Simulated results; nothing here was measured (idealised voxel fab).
Presented below is a process module, voxel released beams.
FYI the section here is cut, 185 nm wide, cells are 5 nm squares.
If you're reading a cross-section in this doc, picture square cells in a grid; it comes to you as bands, top ones listed first down to the bottom, and a band can be one or more rows of cells.
Read a band's entry like this: the first values are the height of its top and the height of its bottom in nm, and what follows is the sequence of materials from left to right, each with its width in nm. Note that "blank" is empty space, and that a single material marked "full width" reaches across the band from edge to edge.
Measure heights from 0. That's the level where, below it, the as-received wafer is all one material. The lowest band is bottomless and extends downward; write it as in "0 nm and below".
With a width like "30..40", each row of cells in the band differs from the next by the same amount, the top row carrying the first number and the bottom row the second.
"remained unchanged", as given for a step, is the statement that not any cell of the cross-section underwent a change during that step.
Closed empty spaces (no open way to the top) of 8 cells or more are what "Enclosed void catalog" lists, each as width x height at distance from the left edge, nm for all three.
On a step's line, text after the settings is the simulator commenting on that step.
The setting "overlay nm" may be written on the line of a step. When the step uses a mask, the value reports how far to the right of the planned place the mask lay, and a negative value reports that it lay to the left.
This section lists the process steps that were planned:
- 1: RECEIVE (material Si)
- 2: CONFORMAL_DEP (material Al2O3; thk nm 10)
- 3: DIRECTIONAL_DEP (material SiO2; thk nm 20)
- 4: DIRECTIONAL_DEP (material aC; thk nm 10)
- 5: PATTERN (tone open; mask id ANCHOR; material resist; width nm 45; thk nm 30; overlay nm 0)
- 6: DIRECTIONAL_ETCH (etch materials aC; depth nm 10)
- 7: STRIP (etch materials resist)
- 8: DIRECTIONAL_ETCH (etch materials SiO2; depth nm 20)
- 9: STRIP (etch materials aC)
- 10: CONFORMAL_DEP (material polySi; thk nm 15)
- 11: MASKED_ETCH (tone cover; mask id BEAM; width nm 110; etch materials polySi; depth nm 15; overlay nm 0)
- 12: STRIP (etch materials SiO2)
On the first of the two wafers: run conducted according to plan:
As-received state of the wafer in cross-section, equivalent to post-step 1:
> 0 nm and below | Si full width
> Enclosed void catalog: none
So this is the wafer cross-section right after step 2:
> 10 nm to 0 nm | Al2O3 full width
> Unchanged below 0.
So this is the wafer cross-section right after step 3:
> 30 nm to 10 nm | SiO2 full width
> Unchanged below 10.
So this is the wafer cross-section right after step 4:
> 40 nm to 30 nm | aC full width
> Unchanged below 30.
So this is the wafer cross-section right after step 5:
> 70 nm to 40 nm | resist=40, blank=45, resist=100
> Unchanged below 40.
So this is the wafer cross-section right after step 6:
> 60 nm to 40 nm | resist=40, blank=45, resist=100
> 40 nm to 30 nm | aC=40, blank=45, aC=100
> Unchanged below 30.
So this is the wafer cross-section right after step 7:
> 40 nm to 30 nm | aC=40, blank=45, aC=100
> Unchanged below 30.
So this is the wafer cross-section right after step 8:
> 40 nm to 30 nm | aC=40, blank=45, aC=100
> 30 nm to 10 nm | SiO2=40, blank=45, SiO2=100
> Unchanged below 10.
So this is the wafer cross-section right after step 9:
> 30 nm to 10 nm | SiO2=40, blank=45, SiO2=100
> Unchanged below 10.
So this is the wafer cross-section right after step 10:
> 45 nm to 30 nm | polySi=55, blank=15, polySi=115
> 30 nm to 25 nm | SiO2=40, polySi=15, blank=15, polySi=15, SiO2=100
> 25 nm to 10 nm | SiO2=40, polySi=45, SiO2=100
> Unchanged below 10.
So this is the wafer cross-section right after step 11:
> 45 nm to 30 nm | blank=35, polySi=20, blank=15, polySi=75, blank=40
> Unchanged below 30.
So this is the wafer cross-section right after step 12:
> 45 nm to 30 nm | blank=35, polySi=20, blank=15, polySi=75, blank=40
> 30 nm to 25 nm | blank=40, polySi=15, blank=15, polySi=15, blank=100
> 25 nm to 10 nm | blank=40, polySi=45, blank=100
> Unchanged below 10.
Second wafer, same starting state and plan as the first, one mistake in the run, identical through step 4:
Cross-section of the second wafer corresponding to the planned conclusion of step 5:
> 70 nm to 40 nm | resist=45, blank=45, resist=95
> Unchanged below 40.
Cross-section of the second wafer corresponding to the planned conclusion of step 6:
> 60 nm to 40 nm | resist=45, blank=45, resist=95
> 40 nm to 30 nm | aC=45, blank=45, aC=95
> Unchanged below 30.
Cross-section of the second wafer corresponding to the planned conclusion of step 7:
> 40 nm to 30 nm | aC=45, blank=45, aC=95
> Unchanged below 30.
Cross-section of the second wafer corresponding to the planned conclusion of step 8:
> 40 nm to 30 nm | aC=45, blank=45, aC=95
> 30 nm to 10 nm | SiO2=45, blank=45, SiO2=95
> Unchanged below 10.
Cross-section of the second wafer corresponding to the planned conclusion of step 9:
> 30 nm to 10 nm | SiO2=45, blank=45, SiO2=95
> Unchanged below 10.
Cross-section of the second wafer corresponding to the planned conclusion of step 10:
> 45 nm to 30 nm | polySi=60, blank=15, polySi=110
> 30 nm to 25 nm | SiO2=45, polySi=15, blank=15, polySi=15, SiO2=95
> 25 nm to 10 nm | SiO2=45, polySi=45, SiO2=95
> Unchanged below 10.
Cross-section of the second wafer corresponding to the planned conclusion of step 11:
> 45 nm to 30 nm | blank=35, polySi=25, blank=15, polySi=70, blank=40
> Unchanged below 30.
Cross-section of the second wafer corresponding to the planned conclusion of step 12:
> 45 nm to 30 nm | blank=35, polySi=25, blank=15, polySi=70, blank=40
> 30 nm to 25 nm | blank=45, polySi=15, blank=15, polySi=15, blank=95
> 25 nm to 10 nm | blank=45, polySi=45, blank=95
> Unchanged below 10.
Plan not followed: step 5 ran differently from the plan; actual operation with settings: PATTERN (tone open; mask id ANCHOR; material resist; width nm 45; thk nm 30; overlay nm 5)
Final wafers compared: equal cell tally per material, rearranged layout.
